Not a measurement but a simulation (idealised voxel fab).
The process module that follows is named voxel spacer lines.
The cross-section shown here is cut; it is 200 nm wide and divided into square cells measuring 5 nm on a side.
Format of a cross-section: grid, square cells. Given as bands. Order: top down. Band: one or more rows of cells.
Band entry format. Leading values: height of top, height of bottom, nm. Remainder: materials in left-to-right order, each with its width in nm. Special words: "all across" on a single material, which then fills the band edge to edge; "blank", empty space.
It should be noted that heights are counted from 0, beneath which the wafer as supplied is of one material throughout, and that the lowest band possesses no lower boundary but continues downward, as written in "0 and below".
A two-number width, for instance "30..40", indicates that the width is equal to the first number in the top row of the band and to the second number in the bottom row, and that it changes by a constant amount per row of cells.
Any step labelled "all unchanged" changed none of the cells in the cross-section.
Empty spaces counting at least 8 cells and having no open way to the top are listed in "Closed voids list". The notation width x height at distance is used for each, the distance being from the left edge and all three values in nm.
That trailing text on a step's line, after the settings, is the simulator's own remark on the step.
The line of a step may include "overlay nm". On a step with a mask, this value is how far to the right of its planned place the mask lay. A negative value means the mask lay to the left.
The following list gives the planned process steps:
- 1: RECEIVE,material Si
- 2: CONFORMAL_DEP,material Al2O3,thk nm 5
- 3: DIRECTIONAL_DEP,material SiN,thk nm 15
- 4: DIRECTIONAL_DEP,material polySi,thk nm 30
- 5: PATTERN,tone cover,mask id MANDREL,material resist,width nm 25,pitch nm 70,thk nm 40,overlay nm 0
- 6: DIRECTIONAL_ETCH,etch materials polySi,depth nm 30
- 7: STRIP,etch materials resist
- 8: CONFORMAL_DEP,material SiO2,thk nm 10
- 9: DIRECTIONAL_ETCH,etch materials SiO2,depth nm 10
- 10: STRIP,etch materials polySi
- 11: DIRECTIONAL_ETCH,etch materials SiN,depth nm 15
- 12: STRIP,etch materials SiO2
Step 1 complete: cross-section of the wafer as received:
	0 and below  Si all across
	Closed voids list: none
The module was run from the start shown above using the plan shown above, but one mistake was made doing it; the resulting wafer cross-section is below:
	20 down to 5  blank=5; SiN=45; blank=25; SiN=45; blank=25; SiN=45; blank=10
	5 down to 0  Al2O3 all across
	0 and below  Si all across
	Closed voids list: none
Heads up, the wafer didn't run the way we planned it: ran 10 and 11 in swapped order versus the plan
